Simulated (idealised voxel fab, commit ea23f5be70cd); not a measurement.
Proc. module: voxel fin reveal
Shown is cross-section cut, with a width of 165 nm and square cells of size 5 nm.
This document writes a cross-section as a grid whose cells are square, and gives it as bands, listed from the top down; one or more rows of cells form a band.
Top, bottom (nm), then materials left to right with widths (nm); lone material tagged "everywhere" fills the whole band edge to edge; "blank" = empty space.
Heights are reckoned from 0. Under this level, the received wafer is all of one material. The bottommost band is open-ended downward, for example "0 nm and below".
A width given as "30->40" starts at the first number in the band's top row and ends at the second number in its bottom row, shifting by an equal amount at every step from row to row.
"nothing altered", as given for a step, is the statement that not any cell of the cross-section underwent a change during that step.
This entry, "Enclosed cavity list", enumerates those empty regions of no fewer than 8 cells that possess no open connection to the top. Each region is reported in the form width x height at distance, the distance being taken from the left edge, with all three quantities expressed in nm.
That trailing text on a step's line, after the settings, is the simulator's own remark on the step.
For masked steps, "overlay nm" on the step line gives how far right of plan the mask actually lay; a minus sign means it lay to the left.

### Set out below are the planned steps of the process
1: RECEIVE | material Si
2: CONFORMAL_DEP | material SiN | thk nm 5
3: MASKED_ETCH | tone cover | mask id FINS | width nm 15 | pitch nm 40 | etch materials SiN | depth nm 5 | overlay nm 0
4: MASKED_ETCH | tone cover | mask id FINS | width nm 15 | pitch nm 40 | etch materials Si | depth nm 40 | overlay nm 0
5: OXIDIZE | depth nm 5
6: FILL_DEP | material SiO2 | thk nm 10
7: CMP | height nm 5
8: SELECTIVE_ETCH | etch materials SiO2 | depth nm 25
9: STRIP | etch materials SiN
10: CONFORMAL_DEP | material SiO2 | thk nm 5

### Cross-section, incoming material, after step 1
* 0 nm and below | Si everywhere
* Enclosed cavity list: none

### Looking at the first of two wafers in cross-section at end of module - ran to plan
* 5 nm to 0 nm | blank=55, then SiO2=15, then blank=25, then SiO2=15, then blank=55
* 0 nm to -15 nm | blank=55, then SiO2=5, then Si=5, then SiO2=5, then blank=25, then SiO2=5, then Si=5, then SiO2=5, then blank=55
* -15 nm to -45 nm | SiO2=60, then Si=5, then SiO2=35, then Si=5, then SiO2=60
* -45 nm and below | Si everywhere
* Enclosed cavity list: none

### What the second wafer looks like in cross-section once the module is done. Its start and its plan matched the first wafer's exactly; what differed was one mistake in how it was run
* 5 nm to 0 nm | blank=55, then SiO2=20, then blank=20, then SiO2=20, then blank=50
* 0 nm to -15 nm | blank=55, then SiO2=5, then Si=10, then SiO2=5, then blank=20, then SiO2=5, then Si=10, then SiO2=5, then blank=50
* -15 nm to -45 nm | SiO2=60, then Si=10, then SiO2=30, then Si=10, then SiO2=55
* -45 nm and below | Si everywhere
* Enclosed cavity list: none
The plan and the run diverged here: step 3 ran as: MASKED_ETCH | tone cover | mask id FINS | width nm 20 | pitch nm 40 | etch materials SiN | depth nm 5 | overlay nm 0
Upon completion, the second wafer contains, in terms of cells, a greater or smaller amount of certain materials than the first wafer: 18 more of Si; 10 fewer of SiO2
